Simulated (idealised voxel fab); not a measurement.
Process module, titled voxel self aligned vias
Cross-section cut: width 210 nm, square cells of 5 nm.
Cross-section spec: square-cell grid; bands listed top down; each band is one or more rows. Heights first: top, then bottom, in nm. Then materials, left to right, each with a width in nm. "edge to edge" on a single material: fills the band edge to edge. "blank": empty space. Heights are reckoned from 0. Under this level, the received wafer is all of one material. The bottommost band is open-ended downward, for example "0..down". Think of "30->40" as a width that walks from the first number to the second as you go down the band, top row to bottom row, taking equal-sized steps from row to row. Reading "remains unaltered" for a step: not a cell of the cross-section changed in it. The entry titled "Closed void inventory" provides the empty spaces that have no open way to the top, restricted to those of 8 cells or more. Each is presented as width x height at distance, the distance being measured from the left edge, with all three in nm. Whatever follows a step's settings on its line is a remark the simulator itself makes about that step. The setting "overlay nm" may be written on the line of a step. When the step uses a mask, the value reports how far to the right of the planned place the mask lay, and a negative value reports that it lay to the left.
## Process steps (planned)
1 RECEIVE, material Si
2 CONFORMAL_DEP, material SiO2, thk nm 10
3 CONFORMAL_DEP, material SiCN, thk nm 5
4 DIRECTIONAL_DEP, material SiO2, thk nm 30
5 MASKED_ETCH, tone open, mask id LINES, width nm 20, pitch nm 60, etch materials SiO2, depth nm 30, overlay nm 0
6 CONFORMAL_DEP, material TiN, thk nm 5
7 FILL_DEP, material W, thk nm 5
8 CMP, height nm 45
9 SELECTIVE_ETCH, etch materials W Ru TiN, depth nm 5
10 FILL_DEP, material SiN, thk nm 10
11 CMP, height nm 45
12 DIRECTIONAL_DEP, material SiO2, thk nm 15
13 PATTERN, tone open, mask id VIAS, material resist, width nm 30, thk nm 20, overlay nm 0
14 DIRECTIONAL_ETCH, etch materials SiO2, depth nm 15
15 DIRECTIONAL_ETCH, etch materials SiN, depth nm 5
16 STRIP, etch materials resist
17 CONFORMAL_DEP, material TiN, thk nm 5
18 FILL_DEP, material Ru, thk nm 5
19 CMP, height nm 60
20 CONFORMAL_DEP, material SiN, thk nm 5
## Cross-section: wafer on arrival = after step 1
	0..down  Si edge to edge
	Closed void inventory: none
## What the wafer looks like in cross-section after this module, when it starts as shown above and follows the plan above but one mistake is made in running it
	65..60  SiN edge to edge
	60..45  60 SiO2; 5 TiN; 20 Ru; 5 TiN; 120 SiO2
	45..40  60 SiN; 30 TiN; 120 SiN
	40..35  70 TiN; 10 W; 50 TiN; 10 W; 70 TiN
	35..10  65 SiO2; 5 TiN; 10 W; 5 TiN; 40 SiO2; 5 TiN; 10 W; 5 TiN; 65 SiO2
	10..5  65 SiO2; 20 TiN; 40 SiO2; 20 TiN; 65 SiO2
	5..0  SiCN edge to edge
	0..down  Si edge to edge
	Closed void inventory: none
Want to know what went wrong? heads up, step 2 of the plan was skipped and never actually ran
